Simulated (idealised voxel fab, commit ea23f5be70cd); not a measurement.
The process module presented herein is designated voxel ribs on slabs.
The figure presents cross-section cut, which has a width of 260 nm and is divided into square cells with an edge length of 5 nm.
Just so we're on the same page, the cross-sections are grids of square cells, and they're listed out in bands top to bottom, each band one or more rows deep.
For a band, the entry starts with two heights in nm, that of the top and then that of the bottom, and carries on with the band's materials in order from left to right, each alongside its width in nm; the word "throughout" beside a single material means it fills the band edge to edge, and "blank" means empty space.
Convention: height 0 is the level below which the wafer, as received, is all one material. The lowest band does not terminate at the bottom but continues downward, represented as "from 0 down".
With a width like "30->40", each row of cells in the band differs from the next by the same amount, the top row carrying the first number and the bottom row the second.
Given "everything unchanged" for a step, no cell of the cross-section differs between before and after that step.
Basically, "Non-vented voids" tells you about the enclosed voids: empty spaces with no open way to the top, 8 cells or bigger, each written width x height at distance, where distance is from the left edge, all in nm.
Whatever follows a step's settings on its line is a remark the simulator itself makes about that step.
overlay nm: step with mask; distance mask lay right of planned place; negative value = left of planned place.

[So here's the lineup of process steps we planned]
1 op RECEIVE | material Si
2 op DIRECTIONAL_DEP | material SiO2 | thk nm 20
3 op DIRECTIONAL_DEP | material SiN | thk nm 15
4 op DIRECTIONAL_DEP | material aC | thk nm 10
5 op PATTERN | tone cover | mask id RIB | material resist | width nm 20 | thk nm 25 | overlay nm 0
6 op DIRECTIONAL_ETCH | etch materials aC | depth nm 10
7 op STRIP | etch materials resist
8 op DIRECTIONAL_ETCH | etch materials SiN | depth nm 10
9 op STRIP | etch materials aC
10 op MASKED_ETCH | tone cover | mask id SLAB | width nm 70 | etch materials SiN | depth nm 5 | overlay nm 0
11 op FILL_DEP | material SiO2 | thk nm 20
12 op CMP | height nm 45
13 op DIRECTIONAL_DEP | material TiN | thk nm 10
14 op PATTERN | tone cover | mask id HEATER | material resist | width nm 30 | thk nm 15 | overlay nm 0
15 op DIRECTIONAL_ETCH | etch materials TiN | depth nm 10
16 op STRIP | etch materials resist
17 op CONFORMAL_DEP | material SiO2 | thk nm 10

[Below: the first of two wafers, run as planned]

[Cross-section of the wafer upon arrival, representing the state reached after step 1]
from 0 down  Si throughout
Non-vented voids: none

[Upon completion of step 2, the wafer appears in cross-section as shown]
from 20 to 0  SiO2 throughout
below 0: unchanged

[Upon completion of step 3, the wafer appears in cross-section as shown]
from 35 to 20  SiN throughout
below 20: unchanged

[Upon completion of step 4, the wafer appears in cross-section as shown]
from 45 to 35  aC throughout
below 35: unchanged

[Upon completion of step 5, the wafer appears in cross-section as shown]
from 70 to 45  blank 120  resist 20  blank 120
below 45: unchanged

[Upon completion of step 6, the wafer appears in cross-section as shown]
from 60 to 45  blank 120  resist 20  blank 120
from 45 to 35  blank 120  aC 20  blank 120
below 35: unchanged

[Upon completion of step 7, the wafer appears in cross-section as shown]
from 45 to 35  blank 120  aC 20  blank 120
below 35: unchanged

[Upon completion of step 8, the wafer appears in cross-section as shown]
from 45 to 35  blank 120  aC 20  blank 120
from 35 to 25  blank 120  SiN 20  blank 120
below 25: unchanged

[Upon completion of step 9, the wafer appears in cross-section as shown]
from 35 to 25  blank 120  SiN 20  blank 120
below 25: unchanged

[Upon completion of step 10, the wafer appears in cross-section as shown]
from 35 to 25  blank 120  SiN 20  blank 120
from 25 to 20  blank 95  SiN 70  blank 95
below 20: unchanged

[Upon completion of step 11, the wafer appears in cross-section as shown]
from 55 to 35  SiO2 throughout
from 35 to 25  SiO2 120  SiN 20  SiO2 120
from 25 to 20  SiO2 95  SiN 70  SiO2 95
below 20: unchanged

[Upon completion of step 12, the wafer appears in cross-section as shown]
from 45 to 35  SiO2 throughout
below 35: unchanged

[Upon completion of step 13, the wafer appears in cross-section as shown]
from 55 to 45  TiN throughout
below 45: unchanged

[Upon completion of step 14, the wafer appears in cross-section as shown]
from 70 to 55  blank 115  resist 30  blank 115
below 55: unchanged

[Upon completion of step 15, the wafer appears in cross-section as shown]
from 70 to 55  blank 115  resist 30  blank 115
from 55 to 45  blank 115  TiN 30  blank 115
below 45: unchanged

[Upon completion of step 16, the wafer appears in cross-section as shown]
from 55 to 45  blank 115  TiN 30  blank 115
below 45: unchanged

[Upon completion of step 17, the wafer appears in cross-section as shown]
from 65 to 55  blank 105  SiO2 50  blank 105
from 55 to 45  SiO2 115  TiN 30  SiO2 115
below 45: unchanged

[Second wafer: same start and same plan as the first, one execution error; identical to the first through step 1]

[Second wafer shown in cross-section at the time step 2 was slated to end]
from 40 to 0  SiO2 throughout
below 0: unchanged

[Second wafer shown in cross-section at the time step 3 was slated to end]
from 55 to 40  SiN throughout
below 40: unchanged

[Second wafer shown in cross-section at the time step 4 was slated to end]
from 65 to 55  aC throughout
below 55: unchanged

[Second wafer shown in cross-section at the time step 5 was slated to end]
from 90 to 65  blank 120  resist 20  blank 120
below 65: unchanged

[Second wafer shown in cross-section at the time step 6 was slated to end]
from 80 to 65  blank 120  resist 20  blank 120
from 65 to 55  blank 120  aC 20  blank 120
below 55: unchanged

[Second wafer shown in cross-section at the time step 7 was slated to end]
from 65 to 55  blank 120  aC 20  blank 120
below 55: unchanged

[Second wafer shown in cross-section at the time step 8 was slated to end]
from 65 to 55  blank 120  aC 20  blank 120
from 55 to 45  blank 120  SiN 20  blank 120
below 45: unchanged

[Second wafer shown in cross-section at the time step 9 was slated to end]
from 55 to 45  blank 120  SiN 20  blank 120
below 45: unchanged

[Second wafer shown in cross-section at the time step 10 was slated to end]
from 55 to 45  blank 120  SiN 20  blank 120
from 45 to 40  blank 95  SiN 70  blank 95
below 40: unchanged

[Second wafer shown in cross-section at the time step 11 was slated to end]
from 75 to 55  SiO2 throughout
from 55 to 45  SiO2 120  SiN 20  SiO2 120
from 45 to 40  SiO2 95  SiN 70  SiO2 95
below 40: unchanged

[Second wafer shown in cross-section at the time step 12 was slated to end]
from 45 to 40  SiO2 95  SiN 70  SiO2 95
below 40: unchanged

[Second wafer shown in cross-section at the time step 13 was slated to end]
from 55 to 45  TiN throughout
below 45: unchanged

[Second wafer shown in cross-section at the time step 14 was slated to end]
from 70 to 55  blank 115  resist 30  blank 115
below 55: unchanged

[Second wafer shown in cross-section at the time step 15 was slated to end]
from 70 to 55  blank 115  resist 30  blank 115
from 55 to 45  blank 115  TiN 30  blank 115
below 45: unchanged

[Second wafer shown in cross-section at the time step 16 was slated to end]
from 55 to 45  blank 115  TiN 30  blank 115
below 45: unchanged

[Second wafer shown in cross-section at the time step 17 was slated to end]
from 65 to 55  blank 105  SiO2 50  blank 105
from 55 to 45  SiO2 115  TiN 30  SiO2 115
below 45: unchanged
Short version of what went wrong: execution of plan step 2 occurred twice
Once processing is complete, comparing cell counts shows that the second wafer has more or fewer of certain materials than the first: SiN -8, SiO2 +8
